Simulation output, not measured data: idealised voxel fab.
Documented hereafter: the process module known as voxel lift off.
The width of the displayed cross-section, cut, is 180 nm; its cells are square, with a size of 5 nm.
Format of a cross-section: grid, square cells. Given as bands. Order: top down. Band: one or more rows of cells. Top height, bottom height, nm. Materials left to right, width each, nm. Single material + "all across" = fills band edge to edge. "air" = empty. Heights from 0 (as-received wafer is one material below). Bottom band endless downward, as "from 0 down". Think of "30 to 40" as a width that walks from the first number to the second as you go down the band, top row to bottom row, taking equal-sized steps from row to row. Where the words "remained the same" appear for a step, the cross-section shows no cell changed by that step; every cell remained as before. The entry "Unvented cavities" lists the empty spaces that cover at least 8 cells and have no open path to the top. Each is written as width x height at distance, where the distance is measured from the left edge and all three values are in nm. Read whatever lies past the settings on a step's line as the simulator's own remark about the step. If you see "overlay nm" on a step's line and that step has a mask, it's telling you how far right of where it was planned the mask ended up; a negative number means it went left instead.
## Planned process steps
1,RECEIVE: material Si
2,CONFORMAL_DEP: material SiN, thk nm 5
3,PATTERN: tone open, mask id LINES, material resist, width nm 30, pitch nm 45, thk nm 20, overlay nm 0
4,DIRECTIONAL_DEP: material Ru, thk nm 10
5,STRIP: etch materials resist
6,CONFORMAL_DEP: material SiCN, thk nm 5
## As-received state of the wafer in cross-section, equivalent to post-step 1
from 0 down = Si all across
Unvented cavities: none
## Run as planned - first of the two wafers cross-sectioned at the end of the module
from 20 to 15 = air 25; SiCN 40; air 5; SiCN 40; air 5; SiCN 40; air 25
from 15 to 10 = air 25; SiCN 5; Ru 30; SiCN 5; air 5; SiCN 5; Ru 30; SiCN 5; air 5; SiCN 5; Ru 30; SiCN 5; air 25
from 10 to 5 = SiCN 30; Ru 30; SiCN 15; Ru 30; SiCN 15; Ru 30; SiCN 30
from 5 to 0 = SiN all across
from 0 down = Si all across
Unvented cavities: none
## Here's the second of our two wafers sectioned at module end. Same start as the first, same plan, but one mistake got made running it
from 20 to 15 = air 30; SiCN 40; air 5; SiCN 40; air 5; SiCN 40; air 20
from 15 to 10 = air 30; SiCN 5; Ru 30; SiCN 5; air 5; SiCN 5; Ru 30; SiCN 5; air 5; SiCN 5; Ru 30; SiCN 5; air 20
from 10 to 5 = SiCN 35; Ru 30; SiCN 15; Ru 30; SiCN 15; Ru 30; SiCN 25
from 5 to 0 = SiN all across
from 0 down = Si all across
Unvented cavities: none
Heads up, the wafer didn't run the way we planned it: step 3 did not use the planned setting and instead ran as PATTERN: tone open, mask id LINES, material resist, width nm 30, pitch nm 45, thk nm 20, overlay nm 5
Tallied in cells, the final second wafer holds each material in the same quantity as the first, although not at the same places.
